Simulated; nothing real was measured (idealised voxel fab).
The process module presented herein is designated voxel self aligned vias.
The width of the displayed cross-section, cut, is 225 nm; its cells are square, with a size of 5 nm.
Cross-sections here: square-cell grids, written as top-down lists of bands, a band being one or more rows of cells.
For a band, the entry starts with two heights in nm, that of the top and then that of the bottom, and carries on with the band's materials in order from left to right, each alongside its width in nm; the word "full width" beside a single material means it fills the band edge to edge, and "blank" means empty space.
Height 0 is the level under which the wafer as received is all one material. The lowest band goes on downwards, as in "top 0, no bottom".
Read "30->40" as a graded width: first number on top, second number at the bottom, same change between each pair of neighbouring rows.
Reading "everything unchanged" for a step: not a cell of the cross-section changed in it.
"Catalogued sealed voids" contains a list of empty spaces, each no smaller than 8 cells and without an open way to the top, written in the form width x height at distance with the distance from the left edge and all three in nm.
Anything after a step's settings on that line? It's the simulator's own note about the step.
overlay nm, on a step with a mask: how far to the right of its planned place the mask lay; to the left if negative
[Here's what the planned process steps look like]
1,RECEIVE,material Si
2,CONFORMAL_DEP,material SiO2,thk nm 10
3,CONFORMAL_DEP,material SiCN,thk nm 5
4,DIRECTIONAL_DEP,material lowk,thk nm 20
5,MASKED_ETCH,tone open,mask id LINES,width nm 30,pitch nm 70,etch materials lowk,depth nm 20,overlay nm 0
6,CONFORMAL_DEP,material TiN,thk nm 5
7,FILL_DEP,material W,thk nm 5
8,CMP,height nm 35
9,SELECTIVE_ETCH,etch materials W Ru TiN,depth nm 5
10,FILL_DEP,material SiN,thk nm 10
11,CMP,height nm 35
12,DIRECTIONAL_DEP,material lowk,thk nm 15
13,DIRECTIONAL_DEP,material aC,thk nm 15
14,PATTERN,tone open,mask id VIAS,material resist,width nm 40,pitch nm 70,thk nm 35,overlay nm -5
15,DIRECTIONAL_ETCH,etch materials aC,depth nm 15
16,STRIP,etch materials resist
17,DIRECTIONAL_ETCH,etch materials lowk,depth nm 15
18,DIRECTIONAL_ETCH,etch materials SiN,depth nm 5
19,STRIP,etch materials aC
20,CONFORMAL_DEP,material TiN,thk nm 5
21,FILL_DEP,material Ru,thk nm 10
22,CMP,height nm 50
23,CONFORMAL_DEP,material SiN,thk nm 5
Don't read the plan's overlay nm for step 14 as applying to every wafer: that's the first wafer's value, and the wafers differ in it, though they all start identical.
[Cross-section, first of several wafers, as delivered after step 1]
* top 0, no bottom | Si full width
* Catalogued sealed voids: none
[Below: a row per wafer. Contents at end of module: for every material, cells gained since receipt (+) or lost since receipt (-); then closed voids]
overlay nm -5 | +48 Ru | +45 SiCN | +45 SiN | +90 SiO2 | +72 TiN | +24 W | +171 lowk | Catalogued sealed voids: none
overlay nm 0 | +48 Ru | +45 SiCN | +45 SiN | +90 SiO2 | +72 TiN | +24 W | +171 lowk | Catalogued sealed voids: none
overlay nm 5 | +48 Ru | +45 SiCN | +45 SiN | +90 SiO2 | +72 TiN | +24 W | +171 lowk | Catalogued sealed voids: none
overlay nm 10 | +45 Ru | +45 SiCN | +48 SiN | +90 SiO2 | +72 TiN | +24 W | +171 lowk | Catalogued sealed voids: none
